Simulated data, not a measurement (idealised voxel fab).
Process module in this document: voxel local oxidation
The cross-section on display is named cut; it measures 255 nm wide, and its cells are 5 nm squares.
For the purposes of this document, a cross-section shall be understood as a grid of square cells, specified as bands listed in top-to-bottom order, each band consisting of one or more rows of cells.
Band entry format. Leading values: height of top, height of bottom, nm. Remainder: materials in left-to-right order, each with its width in nm. Special words: "throughout" on a single material, which then fills the band edge to edge; "blank", empty space.
Heights are measured from 0, the level below which the as-received wafer is all one material; the lowest band has no bottom and continues downward, written as in "0..down".
Graded width ("30->40"): value in top row of band = first number; value in bottom row = second number; row-to-row change constant.
Where the words "no change occurred" appear for a step, the cross-section shows no cell changed by that step; every cell remained as before.
Closed-off voids of 8+ cells (no open route to the top) go in "Closed voids list", written width x height at distance from the left edge, in nm.
Heads up: the bit after the settings on a step's line is the simulator's remark on that step.
If you see "overlay nm" on a step's line and that step has a mask, it's telling you how far right of where it was planned the mask ended up; a negative number means it went left instead.

Plan
1,RECEIVE,material Si
2,CONFORMAL_DEP,material SiO2,thk nm 5
3,CONFORMAL_DEP,material SiN,thk nm 15
4,PATTERN,tone cover,mask id ACTIVE,material resist,width nm 95,thk nm 20,overlay nm 0
5,DIRECTIONAL_ETCH,etch materials SiN,depth nm 15
6,STRIP,etch materials resist
7,SELECTIVE_ETCH,etch materials SiO2,depth nm 5
8,OXIDIZE,depth nm 10
9,STRIP,etch materials SiN

Cross-section of the incoming wafer, state after step 1
    0..down: Si throughout
    Closed voids list: none

Final wafer profile in cross-section after the module, from the same start and plan as above, with one mistake made during processing
    15..0: SiO2 throughout
    0..down: Si throughout
    Closed voids list: none
In executing the process, a mistake was made relative to the plan: not per plan at step 3, really ran CONFORMAL_DEP,material SiO2,thk nm 15
